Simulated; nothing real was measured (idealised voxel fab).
process module | voxel gate over fins
cross-section cut | 280 nm wide | cells 5 nm
A cross-section is a grid of square cells, given in bands from the top down. A band is one or more rows of cells.
Each band's line starts with the height of the band's top and of its bottom, in nm. Then come its materials from left to right, each with its width in nm. One material with "throughout" fills the band from edge to edge. "air" is empty space.
Height 0 is the level under which the wafer as received is all one material. The lowest band goes on downwards, as in "0 down".
A width such as "30 to 40" changes by the same amount from each row of cells to the next, from the band's top row to its bottom row.
"no change" after a step means that no cell of the cross-section changed.
closed voids: empty space of 8 cells or more with no open way to the top, each as width x height at its distance from the left edge, in nm
after a step's settings: what the simulator itself notes on the step
overlay nm, on a step with a mask: how far to the right of its planned place the mask lay; to the left if negative
plan
1 op RECEIVE | material Si
2 op CONFORMAL_DEP | material SiN | thk nm 10
3 op MASKED_ETCH | tone cover | mask id FINS | width nm 15 | pitch nm 55 | etch materials SiN | depth nm 10 | overlay nm 0
4 op MASKED_ETCH | tone cover | mask id FINS | width nm 15 | pitch nm 55 | etch materials Si | depth nm 30 | overlay nm 0
5 op OXIDIZE | depth nm 5
6 op FILL_DEP | material SiO2 | thk nm 5
7 op CMP | height nm 10
8 op PATTERN | tone open | mask id RAIL | material resist | width nm 15 | thk nm 15 | overlay nm 0
9 op DIRECTIONAL_ETCH | etch materials SiO2 | depth nm 35
10 op STRIP | etch materials resist
11 op CONFORMAL_DEP | material TiN | thk nm 5
12 op FILL_DEP | material Ru | thk nm 10
13 op CMP | height nm 10
14 op SELECTIVE_ETCH | etch materials W Ru TiN | depth nm 25
15 op FILL_DEP | material SiO2 | thk nm 5
16 op CMP | height nm 10
17 op SELECTIVE_ETCH | etch materials SiO2 | depth nm 20
18 op STRIP | etch materials SiN
19 op CONFORMAL_DEP | material HfO2 | thk nm 5
20 op CONFORMAL_DEP | material TiN | thk nm 5
21 op FILL_DEP | material W | thk nm 10
22 op CMP | height nm 15
23 op CONFORMAL_DEP | material SiN | thk nm 5
first wafer, as planned
as received, after step 1
  0 down: Si throughout
  closed voids: none
after step 2
  10 to 0: SiN throughout
  below 0: unchanged
after step 3
  10 to 0: air 50 | SiN 15 | air 40 | SiN 15 | air 40 | SiN 15 | air 40 | SiN 15 | air 50
  below 0: unchanged
after step 4
  10 to 0: air 50 | SiN 15 | air 40 | SiN 15 | air 40 | SiN 15 | air 40 | SiN 15 | air 50
  0 to -30: air 50 | Si 15 | air 40 | Si 15 | air 40 | Si 15 | air 40 | Si 15 | air 50
  below -30: unchanged
after step 5
  10 to 0: air 50 | SiN 15 | air 40 | SiN 15 | air 40 | SiN 15 | air 40 | SiN 15 | air 50
  0 to -30: air 50 | SiO2 5 | Si 5 | SiO2 5 | air 40 | SiO2 5 | Si 5 | SiO2 5 | air 40 | SiO2 5 | Si 5 | SiO2 5 | air 40 | SiO2 5 | Si 5 | SiO2 5 | air 50
  -30 to -35: SiO2 55 | Si 5 | SiO2 50 | Si 5 | SiO2 50 | Si 5 | SiO2 50 | Si 5 | SiO2 55
  below -35: unchanged
after step 6
  15 to 10: SiO2 throughout
  10 to 0: SiO2 50 | SiN 15 | SiO2 40 | SiN 15 | SiO2 40 | SiN 15 | SiO2 40 | SiN 15 | SiO2 50
  0 to -35: SiO2 55 | Si 5 | SiO2 50 | Si 5 | SiO2 50 | Si 5 | SiO2 50 | Si 5 | SiO2 55
  below -35: unchanged
after step 7
  10 to 0: SiO2 50 | SiN 15 | SiO2 40 | SiN 15 | SiO2 40 | SiN 15 | SiO2 40 | SiN 15 | SiO2 50
  below 0: unchanged
after step 8
  25 to 10: resist 75 | air 15 | resist 190
  below 10: unchanged
after step 9
  25 to 10: resist 75 | air 15 | resist 190
  10 to 0: SiO2 50 | SiN 15 | SiO2 10 | air 15 | SiO2 15 | SiN 15 | SiO2 40 | SiN 15 | SiO2 40 | SiN 15 | SiO2 50
  0 to -25: SiO2 55 | Si 5 | SiO2 15 | air 15 | SiO2 20 | Si 5 | SiO2 50 | Si 5 | SiO2 50 | Si 5 | SiO2 55
  below -25: unchanged
after step 10
  10 to 0: SiO2 50 | SiN 15 | SiO2 10 | air 15 | SiO2 15 | SiN 15 | SiO2 40 | SiN 15 | SiO2 40 | SiN 15 | SiO2 50
  below 0: unchanged
after step 11
  15 to 10: TiN 80 | air 5 | TiN 195
  10 to 0: SiO2 50 | SiN 15 | SiO2 10 | TiN 5 | air 5 | TiN 5 | SiO2 15 | SiN 15 | SiO2 40 | SiN 15 | SiO2 40 | SiN 15 | SiO2 50
  0 to -20: SiO2 55 | Si 5 | SiO2 15 | TiN 5 | air 5 | TiN 5 | SiO2 20 | Si 5 | SiO2 50 | Si 5 | SiO2 50 | Si 5 | SiO2 55
  -20 to -25: SiO2 55 | Si 5 | SiO2 15 | TiN 15 | SiO2 20 | Si 5 | SiO2 50 | Si 5 | SiO2 50 | Si 5 | SiO2 55
  below -25: unchanged
after step 12
  25 to 15: Ru throughout
  15 to 10: TiN 80 | Ru 5 | TiN 195
  10 to 0: SiO2 50 | SiN 15 | SiO2 10 | TiN 5 | Ru 5 | TiN 5 | SiO2 15 | SiN 15 | SiO2 40 | SiN 15 | SiO2 40 | SiN 15 | SiO2 50
  0 to -20: SiO2 55 | Si 5 | SiO2 15 | TiN 5 | Ru 5 | TiN 5 | SiO2 20 | Si 5 | SiO2 50 | Si 5 | SiO2 50 | Si 5 | SiO2 55
  below -20: unchanged
after step 13
  10 to 0: SiO2 50 | SiN 15 | SiO2 10 | TiN 5 | Ru 5 | TiN 5 | SiO2 15 | SiN 15 | SiO2 40 | SiN 15 | SiO2 40 | SiN 15 | SiO2 50
  below 0: unchanged
after step 14
  10 to 0: SiO2 50 | SiN 15 | SiO2 10 | air 15 | SiO2 15 | SiN 15 | SiO2 40 | SiN 15 | SiO2 40 | SiN 15 | SiO2 50
  0 to -15: SiO2 55 | Si 5 | SiO2 15 | air 15 | SiO2 20 | Si 5 | SiO2 50 | Si 5 | SiO2 50 | Si 5 | SiO2 55
  below -15: unchanged
after step 15
  15 to 10: SiO2 throughout
  10 to 0: SiO2 50 | SiN 15 | SiO2 40 | SiN 15 | SiO2 40 | SiN 15 | SiO2 40 | SiN 15 | SiO2 50
  0 to -15: SiO2 55 | Si 5 | SiO2 50 | Si 5 | SiO2 50 | Si 5 | SiO2 50 | Si 5 | SiO2 55
  below -15: unchanged
after step 16
  10 to 0: SiO2 50 | SiN 15 | SiO2 40 | SiN 15 | SiO2 40 | SiN 15 | SiO2 40 | SiN 15 | SiO2 50
  below 0: unchanged
after step 17
  10 to 0: air 50 | SiN 15 | air 40 | SiN 15 | air 40 | SiN 15 | air 40 | SiN 15 | air 50
  0 to -10: air 55 | Si 5 | air 50 | Si 5 | air 50 | Si 5 | air 50 | Si 5 | air 55
  below -10: unchanged
after step 18
  0 to -10: air 55 | Si 5 | air 50 | Si 5 | air 50 | Si 5 | air 50 | Si 5 | air 55
  below -10: unchanged
after step 19
  5 to 0: air 50 | HfO2 15 | air 40 | HfO2 15 | air 40 | HfO2 15 | air 40 | HfO2 15 | air 50
  0 to -5: air 50 | HfO2 5 | Si 5 | HfO2 5 | air 40 | HfO2 5 | Si 5 | HfO2 5 | air 40 | HfO2 5 | Si 5 | HfO2 5 | air 40 | HfO2 5 | Si 5 | HfO2 5 | air 50
  -5 to -10: HfO2 55 | Si 5 | HfO2 50 | Si 5 | HfO2 50 | Si 5 | HfO2 50 | Si 5 | HfO2 55
  below -10: unchanged
after step 20
  10 to 5: air 45 | TiN 25 | air 30 | TiN 25 | air 30 | TiN 25 | air 30 | TiN 25 | air 45
  5 to 0: air 45 | TiN 5 | HfO2 15 | TiN 5 | air 30 | TiN 5 | HfO2 15 | TiN 5 | air 30 | TiN 5 | HfO2 15 | TiN 5 | air 30 | TiN 5 | HfO2 15 | TiN 5 | air 45
  0 to -5: TiN 50 | HfO2 5 | Si 5 | HfO2 5 | TiN 40 | HfO2 5 | Si 5 | HfO2 5 | TiN 40 | HfO2 5 | Si 5 | HfO2 5 | TiN 40 | HfO2 5 | Si 5 | HfO2 5 | TiN 50
  below -5: unchanged
after step 21
  20 to 10: W throughout
  10 to 5: W 45 | TiN 25 | W 30 | TiN 25 | W 30 | TiN 25 | W 30 | TiN 25 | W 45
  5 to 0: W 45 | TiN 5 | HfO2 15 | TiN 5 | W 30 | TiN 5 | HfO2 15 | TiN 5 | W 30 | TiN 5 | HfO2 15 | TiN 5 | W 30 | TiN 5 | HfO2 15 | TiN 5 | W 45
  below 0: unchanged
after step 22
  15 to 10: W throughout
  below 10: unchanged
after step 23
  20 to 15: SiN throughout
  below 15: unchanged
second wafer: like start, like plan, one mistake. Through step 7 it matches the first wafer
when step 8 should have ended
  25 to 10: resist 80 | air 15 | resist 185
  below 10: unchanged
when step 9 should have ended
  25 to 10: resist 80 | air 15 | resist 185
  10 to 0: SiO2 50 | SiN 15 | SiO2 15 | air 15 | SiO2 10 | SiN 15 | SiO2 40 | SiN 15 | SiO2 40 | SiN 15 | SiO2 50
  0 to -25: SiO2 55 | Si 5 | SiO2 20 | air 15 | SiO2 15 | Si 5 | SiO2 50 | Si 5 | SiO2 50 | Si 5 | SiO2 55
  below -25: unchanged
when step 10 should have ended
  10 to 0: SiO2 50 | SiN 15 | SiO2 15 | air 15 | SiO2 10 | SiN 15 | SiO2 40 | SiN 15 | SiO2 40 | SiN 15 | SiO2 50
  below 0: unchanged
when step 11 should have ended
  15 to 10: TiN 85 | air 5 | TiN 190
  10 to 0: SiO2 50 | SiN 15 | SiO2 15 | TiN 5 | air 5 | TiN 5 | SiO2 10 | SiN 15 | SiO2 40 | SiN 15 | SiO2 40 | SiN 15 | SiO2 50
  0 to -20: SiO2 55 | Si 5 | SiO2 20 | TiN 5 | air 5 | TiN 5 | SiO2 15 | Si 5 | SiO2 50 | Si 5 | SiO2 50 | Si 5 | SiO2 55
  -20 to -25: SiO2 55 | Si 5 | SiO2 20 | TiN 15 | SiO2 15 | Si 5 | SiO2 50 | Si 5 | SiO2 50 | Si 5 | SiO2 55
  below -25: unchanged
when step 12 should have ended
  25 to 15: Ru throughout
  15 to 10: TiN 85 | Ru 5 | TiN 190
  10 to 0: SiO2 50 | SiN 15 | SiO2 15 | TiN 5 | Ru 5 | TiN 5 | SiO2 10 | SiN 15 | SiO2 40 | SiN 15 | SiO2 40 | SiN 15 | SiO2 50
  0 to -20: SiO2 55 | Si 5 | SiO2 20 | TiN 5 | Ru 5 | TiN 5 | SiO2 15 | Si 5 | SiO2 50 | Si 5 | SiO2 50 | Si 5 | SiO2 55
  below -20: unchanged
when step 13 should have ended
  10 to 0: SiO2 50 | SiN 15 | SiO2 15 | TiN 5 | Ru 5 | TiN 5 | SiO2 10 | SiN 15 | SiO2 40 | SiN 15 | SiO2 40 | SiN 15 | SiO2 50
  below 0: unchanged
when step 14 should have ended
  10 to 0: SiO2 50 | SiN 15 | SiO2 15 | air 15 | SiO2 10 | SiN 15 | SiO2 40 | SiN 15 | SiO2 40 | SiN 15 | SiO2 50
  0 to -15: SiO2 55 | Si 5 | SiO2 20 | air 15 | SiO2 15 | Si 5 | SiO2 50 | Si 5 | SiO2 50 | Si 5 | SiO2 55
  below -15: unchanged
when step 15 should have ended
  15 to 10: SiO2 throughout
  10 to 0: SiO2 50 | SiN 15 | SiO2 40 | SiN 15 | SiO2 40 | SiN 15 | SiO2 40 | SiN 15 | SiO2 50
  0 to -15: SiO2 55 | Si 5 | SiO2 50 | Si 5 | SiO2 50 | Si 5 | SiO2 50 | Si 5 | SiO2 55
  below -15: unchanged
when step 16 should have ended
  10 to 0: SiO2 50 | SiN 15 | SiO2 40 | SiN 15 | SiO2 40 | SiN 15 | SiO2 40 | SiN 15 | SiO2 50
  below 0: unchanged
when step 17 should have ended
  10 to 0: air 50 | SiN 15 | air 40 | SiN 15 | air 40 | SiN 15 | air 40 | SiN 15 | air 50
  0 to -10: air 55 | Si 5 | air 50 | Si 5 | air 50 | Si 5 | air 50 | Si 5 | air 55
  below -10: unchanged
when step 18 should have ended
  0 to -10: air 55 | Si 5 | air 50 | Si 5 | air 50 | Si 5 | air 50 | Si 5 | air 55
  below -10: unchanged
when step 19 should have ended
  5 to 0: air 50 | HfO2 15 | air 40 | HfO2 15 | air 40 | HfO2 15 | air 40 | HfO2 15 | air 50
  0 to -5: air 50 | HfO2 5 | Si 5 | HfO2 5 | air 40 | HfO2 5 | Si 5 | HfO2 5 | air 40 | HfO2 5 | Si 5 | HfO2 5 | air 40 | HfO2 5 | Si 5 | HfO2 5 | air 50
  -5 to -10: HfO2 55 | Si 5 | HfO2 50 | Si 5 | HfO2 50 | Si 5 | HfO2 50 | Si 5 | HfO2 55
  below -10: unchanged
when step 20 should have ended
  10 to 5: air 45 | TiN 25 | air 30 | TiN 25 | air 30 | TiN 25 | air 30 | TiN 25 | air 45
  5 to 0: air 45 | TiN 5 | HfO2 15 | TiN 5 | air 30 | TiN 5 | HfO2 15 | TiN 5 | air 30 | TiN 5 | HfO2 15 | TiN 5 | air 30 | TiN 5 | HfO2 15 | TiN 5 | air 45
  0 to -5: TiN 50 | HfO2 5 | Si 5 | HfO2 5 | TiN 40 | HfO2 5 | Si 5 | HfO2 5 | TiN 40 | HfO2 5 | Si 5 | HfO2 5 | TiN 40 | HfO2 5 | Si 5 | HfO2 5 | TiN 50
  below -5: unchanged
when step 21 should have ended
  20 to 10: W throughout
  10 to 5: W 45 | TiN 25 | W 30 | TiN 25 | W 30 | TiN 25 | W 30 | TiN 25 | W 45
  5 to 0: W 45 | TiN 5 | HfO2 15 | TiN 5 | W 30 | TiN 5 | HfO2 15 | TiN 5 | W 30 | TiN 5 | HfO2 15 | TiN 5 | W 30 | TiN 5 | HfO2 15 | TiN 5 | W 45
  below 0: unchanged
when step 22 should have ended
  15 to 10: W throughout
  below 10: unchanged
when step 23 should have ended
  20 to 15: SiN throughout
  below 15: unchanged
what went wrong: step 8 ran as: op PATTERN | tone open | mask id RAIL | material resist | width nm 15 | thk nm 15 | overlay nm 5
at the end the second wafer has, in cells: as many of each material as the first, in other places
